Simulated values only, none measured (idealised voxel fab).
This is a process module. Its name is voxel double patterning.
Pictured: cross-section cut, 220 nm wide, on a grid of 5 nm square cells.
Just so we're on the same page, the cross-sections are grids of square cells, and they're listed out in bands top to bottom, each band one or more rows deep.
The entry gives the band's vertical extent as a top height and a bottom height in nm, then its horizontal make-up as materials from left to right, each with a width in nm. "air" stands for empty space; a single material marked "all across" fills the band edge to edge.
Heights are expressed relative to 0, this being the level below which the as-received wafer comprises one material exclusively. The lowest band is unbounded in the downward direction and is denoted as in "0..down".
Top row gets the first number, bottom row gets the second, and each row in between changes by the same step: that is how a band width like "30..40" works.
A step reported as "nothing was modified" is a step in which no cell of the cross-section changed.
If an empty space has no open way to the top and is at least 8 cells in size, "Unvented voids" lists it, written width x height at distance, where distance is measured from the left edge and every value is in nm.
It should be noted that, on the line of a given step, the content following the step's settings is a remark produced by the simulator itself with respect to that step.
Steps that use a mask can have "overlay nm" on their line. It says how far the mask sat to the right of where it was meant to be. Negative means to the left.
[Steps planned for the process]
1. RECEIVE [material Si]
2. CONFORMAL_DEP [material SiO2] [thk nm 10]
3. DIRECTIONAL_DEP [material TiN] [thk nm 20]
4. DIRECTIONAL_DEP [material SiCN] [thk nm 5]
5. MASKED_ETCH [tone open] [mask id FIRST] [width nm 15] [pitch nm 50] [etch materials SiCN] [depth nm 5] [overlay nm 0]
6. DIRECTIONAL_DEP [material aC] [thk nm 15]
7. PATTERN [tone open] [mask id SECOND] [material resist] [width nm 15] [pitch nm 50] [thk nm 35] [overlay nm 0]
8. DIRECTIONAL_ETCH [etch materials aC] [depth nm 15]
9. STRIP [etch materials resist]
10. DIRECTIONAL_ETCH [etch materials SiCN] [depth nm 5]
11. STRIP [etch materials aC]
12. DIRECTIONAL_ETCH [etch materials TiN] [depth nm 10]
13. STRIP [etch materials SiCN]
The plan shows the depth nm of step 12 as the first wafer had it; this setting differs between the wafers, which start out alike.
[Received wafers, first of several: cross-section after step 1]
    0..down = Si all across
    Unvented voids: none
[Cross-section of the first of several wafers once the module has run through its last step, step 13]
    30..20 = TiN 50, then air 15, then TiN 10, then air 15, then TiN 10, then air 15, then TiN 10, then air 15, then TiN 10, then air 15, then TiN 55
    20..10 = TiN all across
    10..0 = SiO2 all across
    0..down = Si all across
    Unvented voids: none
[At the end of the module, the last of several wafers in cross-section]
    30..10 = TiN 50, then air 15, then TiN 10, then air 15, then TiN 10, then air 15, then TiN 10, then air 15, then TiN 10, then air 15, then TiN 55
    10..0 = SiO2 all across
    0..down = Si all across
    Unvented voids: none
[End of module, by wafer: material-by-material cell gain (+) or loss (-) since receipt, then closed voids]
depth nm 10 | +88 SiO2 | +146 TiN | Unvented voids: none
depth nm 15 | +88 SiO2 | +131 TiN | Unvented voids: none
depth nm 20 | +88 SiO2 | +116 TiN | Unvented voids: none
depth nm 25 | +88 SiO2 | +116 TiN | Unvented voids: none
depth nm 30 | +88 SiO2 | +116 TiN | Unvented voids: none
depth nm 35 | +88 SiO2 | +116 TiN | Unvented voids: none
